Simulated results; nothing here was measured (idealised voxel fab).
You're looking at the process module voxel double patterning.
Square cells of 5 nm make up the cross-section cut, whose width is 180 nm.
If you're reading a cross-section in this doc, picture square cells in a grid; it comes to you as bands, top ones listed first down to the bottom, and a band can be one or more rows of cells. Within each band entry, the heights of the top and of the bottom of the band appear first, in that order and in nm; the materials of the band then follow from left to right, each with its corresponding width in nm. The designation "throughout" on a single material indicates that it fills the band from edge to edge; the designation "empty" indicates empty space. Height datum 0, below which the as-received substrate wafer is one material. Lowest band open at the bottom, running downward: "0 and below". You'd read "30..40" like this: the band's top row of cells is as wide as the first number, its bottom row is as wide as the second, and going down, every row changes width by the same amount as the row before did. The cross-section has no changed cell in any step marked "no modifications". What "Enclosed internal voids" gives you is every empty space of 8 cells or more that is cut off from the top. Each appears as width x height at distance, with the distance taken from the left edge and width, height and distance all in nm. Anything after a step's settings on that line? It's the simulator's own note about the step. You can add "overlay nm" to a step's line. For a step with a mask, it describes how far the mask lay to the right of its planned position, and a negative number describes a lay to the left.
### Process steps (planned)
1: RECEIVE [material Si]
2: CONFORMAL_DEP [material SiO2] [thk nm 10]
3: DIRECTIONAL_DEP [material polySi] [thk nm 10]
4: DIRECTIONAL_DEP [material SiCN] [thk nm 5]
5: MASKED_ETCH [tone open] [mask id FIRST] [width nm 15] [pitch nm 50] [etch materials SiCN] [depth nm 5] [overlay nm 0]
6: MASKED_ETCH [tone open] [mask id SECOND] [width nm 15] [etch materials SiCN] [depth nm 5] [overlay nm 0]
7: DIRECTIONAL_ETCH [etch materials polySi] [depth nm 10]
8: STRIP [etch materials SiCN]
### Incoming wafer, cross-sectional view, post step 1
  0 and below  Si throughout
  Enclosed internal voids: none
### Below is the wafer in cross-section after the module was completed. It began from the starting point shown above and followed the plan shown above, except that one mistake was made while running it
  15 down to 10  polySi: 55, then empty: 15, then polySi: 10, then empty: 15, then polySi: 10, then empty: 15, then polySi: 60
  10 down to 0  SiO2 throughout
  0 and below  Si throughout
  Enclosed internal voids: none
Heads up, the wafer didn't run the way we planned it: planned and actual differ for step 3; actual: DIRECTIONAL_DEP [material polySi] [thk nm 5]
